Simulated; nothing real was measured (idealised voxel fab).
The following is a process module called voxel transistor to metal.
Cross-sectional view cut (width: 210 nm; square cell size: 5 nm).
Square cells in a grid make up a cross-section in this document, and the grid is given as bands, listed from the top down, each one or more rows of cells.
Read a band's entry like this: the first values are the height of its top and the height of its bottom in nm, and what follows is the sequence of materials from left to right, each with its width in nm. Note that "empty" is empty space, and that a single material marked "edge to edge" reaches across the band from edge to edge.
A quick word on heights: they are counted from 0, and under that level the wafer as it came to us is one material throughout. The lowest band is different from the rest in having no bottom; it simply continues downward, written as in "from 0 down".
Quick explanation for "30..40": the width changes in equal steps down the rows of cells, from the first number in the band's top row to the second number in its bottom row.
Where a step carries "nothing was modified", the cross-section came out of it unchanged, cell for cell.
Closed-off voids of 8+ cells (no open route to the top) go in "Closed void inventory", written width x height at distance from the left edge, in nm.
Heads up: the bit after the settings on a step's line is the simulator's remark on that step.
"overlay nm", when on a step's line for a step with a mask, measures how far to the right of its planned place the mask lay; a negative measure means to the left.
Every pair from here on: before one process step, after it. The after cross-section reaches only to the lowest band that changed. Below the pair: the step in between and its settings. Pairs can belong to different runs of this module on the same starting wafer; a pair carries on from the pair above only if the entry headed "Pre-step condition" says so.

Pre-step condition
    from 105 to 95  55 of empty, 15 of SiO2, 65 of empty, 15 of SiO2, 60 of empty
    from 95 to 85  SiO2 edge to edge
    from 85 to 80  SiCN edge to edge
    from 80 to 75  50 of SiCN, 25 of Ru, 55 of SiCN, 25 of Ru, 55 of SiCN
    from 75 to 55  55 of lowk, 5 of TiN, 5 of W, 5 of TiN, 65 of lowk, 5 of TiN, 5 of W, 5 of TiN, 60 of lowk
    from 55 to 50  55 of SiCN, 15 of TiN, 65 of SiCN, 15 of TiN, 60 of SiCN
    from 50 to 40  55 of SiO2, 5 of TiN, 20 of W, 5 of TiN, 35 of SiO2, 5 of TiN, 20 of W, 5 of TiN, 60 of SiO2
    from 40 to 35  55 of SiO2, 5 of TiN, 10 of W, 15 of TiN, 35 of SiO2, 15 of TiN, 10 of W, 5 of TiN, 60 of SiO2
    from 35 to 25  55 of SiO2, 5 of TiN, 10 of W, 5 of TiN, 10 of SiN, 5 of SiO2, 25 of SiCN, 5 of SiO2, 10 of SiN, 5 of TiN, 10 of W, 5 of TiN, 60 of SiO2
    from 25 to 20  55 of SiO2, 5 of TiN, 10 of W, 5 of TiN, 10 of SiN, 5 of SiO2, 25 of polySi, 5 of SiO2, 10 of SiN, 5 of TiN, 10 of W, 5 of TiN, 60 of SiO2
    from 20 to 15  55 of SiO2, 20 of TiN, 10 of SiN, 5 of SiO2, 25 of polySi, 5 of SiO2, 10 of SiN, 20 of TiN, 60 of SiO2
    from 15 to 0  55 of SiO2, 20 of pSi, 10 of SiN, 5 of SiO2, 25 of polySi, 5 of SiO2, 10 of SiN, 20 of pSi, 60 of SiO2
    from 0 to -5  40 of SiO2, 35 of pSi, 55 of SiO2, 35 of pSi, 45 of SiO2
    from -5 to -20  45 of SiO2, 30 of pSi, 55 of Si, 30 of pSi, 50 of SiO2
    from -20 down  Si edge to edge
    Closed void inventory: none

Post-Step Snapshot
    from 110 to 105  50 of empty, 25 of TiN, 55 of empty, 25 of TiN, 55 of empty
    from 105 to 100  50 of empty, 5 of TiN, 15 of SiO2, 5 of TiN, 55 of empty, 5 of TiN, 15 of SiO2, 5 of TiN, 55 of empty
    from 100 to 95  55 of TiN, 15 of SiO2, 65 of TiN, 15 of SiO2, 60 of TiN
    Whatever lies below 95 is exactly as it was before.
    Closed void inventory: none
Applied between the two views above: CONFORMAL_DEP with material TiN, thk nm 5

Pre-step condition: the after view from the pair directly above serves as the before view here.

Post-Step Snapshot
    from 120 to 110  Cu edge to edge
    from 110 to 105  50 of Cu, 25 of TiN, 55 of Cu, 25 of TiN, 55 of Cu
    from 105 to 100  50 of Cu, 5 of TiN, 15 of SiO2, 5 of TiN, 55 of Cu, 5 of TiN, 15 of SiO2, 5 of TiN, 55 of Cu
    Whatever lies below 100 is exactly as it was before.
    Closed void inventory: none
Applied between the two views above: FILL_DEP with material Cu, thk nm 10

Pre-step condition: the after view from the pair directly above serves as the before view here.

Post-Step Snapshot
    from 115 to 110  Cu edge to edge
    Whatever lies below 110 is exactly as it was before.
    Closed void inventory: none
Applied between the two views above: CMP with height nm 115

Pre-step condition: the after view from the pair directly above serves as the before view here.

Post-Step Snapshot
    from 120 to 115  SiN edge to edge
    Whatever lies below 115 is exactly as it was before.
    Closed void inventory: none
Applied between the two views above: CONFORMAL_DEP with material SiN, thk nm 5
